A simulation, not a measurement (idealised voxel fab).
Presented below is a process module, voxel air gaps.
The figure presents cross-section cut, which has a width of 230 nm and is divided into square cells with an edge length of 5 nm.
Each cross-section below is a grid of square cells, stated as bands in top-down order, with one or more rows of cells making up each band. Per band: top height and bottom height in nm, followed by the left-to-right materials and their widths in nm; "throughout" marks a single material spanning edge to edge, "empty" marks empty space. Below 0: as-received wafer, all one material; heights counted from there. Lowest band: no bottom, goes on down, written "0..down". When a width is written as two numbers, as in "30 to 40", the first number is the width in the top row of cells of the band and the second is the width in its bottom row, and the width changes by the same amount from each row to the next. "nothing altered" means the step left every cell of the cross-section as it was. Reported under the label "Enclosed voids" are the empty spaces having no open way to the top and comprising 8 cells or more; the notation for each is width x height at distance, in which the distance is measured from the left edge and all three values are in nm. On a step's line, text after the settings is the simulator commenting on that step. The setting "overlay nm" may be written on the line of a step. When the step uses a mask, the value reports how far to the right of the planned place the mask lay, and a negative value reports that it lay to the left.
PROCESS STEPS (PLANNED)
1: RECEIVE: material Si
2: CONFORMAL_DEP: material SiO2, thk nm 10
3: CONFORMAL_DEP: material SiN, thk nm 5
4: DIRECTIONAL_DEP: material lowk, thk nm 40
5: PATTERN: tone open, mask id LINES, material resist, width nm 20, pitch nm 45, thk nm 20, overlay nm 0
6: DIRECTIONAL_ETCH: etch materials lowk, depth nm 40
7: STRIP: etch materials resist
8: CONFORMAL_DEP: material TiN, thk nm 5
9: FILL_DEP: material Ru, thk nm 5
10: CMP: height nm 55
11: EPI: material Ru, thk nm 10
12: SELECTIVE_ETCH: etch materials lowk, depth nm 50
13: CONFORMAL_DEP: material SiCN, thk nm 5
AS-RECEIVED STATE OF THE WAFER IN CROSS-SECTION, EQUIVALENT TO POST-STEP 1
  0..down  Si throughout
  Enclosed voids: none
FIRST WAFER OF TWO, SECTIONED AT END OF MODULE; RUN WENT PER PLAN
  70..65  empty=20 / SiCN=185 / empty=25
  65..55  empty=20 / SiCN=5 / Ru=40 / SiCN=5 / Ru=40 / SiCN=5 / Ru=40 / SiCN=5 / Ru=40 / SiCN=5 / empty=25
  55..50  empty=20 / SiCN=15 / TiN=5 / Ru=10 / TiN=5 / SiCN=25 / TiN=5 / Ru=10 / TiN=5 / SiCN=25 / TiN=5 / Ru=10 / TiN=5 / SiCN=25 / TiN=5 / Ru=10 / TiN=5 / SiCN=15 / empty=25
  50..20  empty=30 / SiCN=5 / TiN=5 / Ru=10 / TiN=5 / SiCN=5 / empty=15 / SiCN=5 / TiN=5 / Ru=10 / TiN=5 / SiCN=5 / empty=15 / SiCN=5 / TiN=5 / Ru=10 / TiN=5 / SiCN=5 / empty=15 / SiCN=5 / TiN=5 / Ru=10 / TiN=5 / SiCN=5 / empty=35
  20..15  SiCN=35 / TiN=20 / SiCN=25 / TiN=20 / SiCN=25 / TiN=20 / SiCN=25 / TiN=20 / SiCN=40
  15..10  SiN throughout
  10..0  SiO2 throughout
  0..down  Si throughout
  Enclosed voids: 15 x 30 at 60; 15 x 30 at 105; 15 x 30 at 150
CROSS-SECTIONAL VIEW OF THE SECOND OF TWO WAFERS UPON COMPLETION OF THE MODULE. THIS WAFER SHARED ITS STARTING CONDITION AND PROCESS PLAN WITH THE FIRST; ONE ERROR WAS MADE DURING ITS EXECUTION
  70..65  empty=25 / SiCN=185 / empty=20
  65..55  empty=25 / SiCN=5 / Ru=40 / SiCN=5 / Ru=40 / SiCN=5 / Ru=40 / SiCN=5 / Ru=40 / SiCN=5 / empty=20
  55..50  empty=25 / SiCN=15 / TiN=5 / Ru=10 / TiN=5 / SiCN=25 / TiN=5 / Ru=10 / TiN=5 / SiCN=25 / TiN=5 / Ru=10 / TiN=5 / SiCN=25 / TiN=5 / Ru=10 / TiN=5 / SiCN=15 / empty=20
  50..20  empty=35 / SiCN=5 / TiN=5 / Ru=10 / TiN=5 / SiCN=5 / empty=15 / SiCN=5 / TiN=5 / Ru=10 / TiN=5 / SiCN=5 / empty=15 / SiCN=5 / TiN=5 / Ru=10 / TiN=5 / SiCN=5 / empty=15 / SiCN=5 / TiN=5 / Ru=10 / TiN=5 / SiCN=5 / empty=30
  20..15  SiCN=40 / TiN=20 / SiCN=25 / TiN=20 / SiCN=25 / TiN=20 / SiCN=25 / TiN=20 / SiCN=35
  15..10  SiN throughout
  10..0  SiO2 throughout
  0..down  Si throughout
  Enclosed voids: 15 x 30 at 65; 15 x 30 at 110; 15 x 30 at 155
Plan not followed: step 5 ran differently from the plan; actual operation with settings: PATTERN: tone open, mask id LINES, material resist, width nm 20, pitch nm 45, thk nm 20, overlay nm 5
The concluding comparison shows that, measured in cells, each material is equally abundant on both wafers, albeit at different positions.
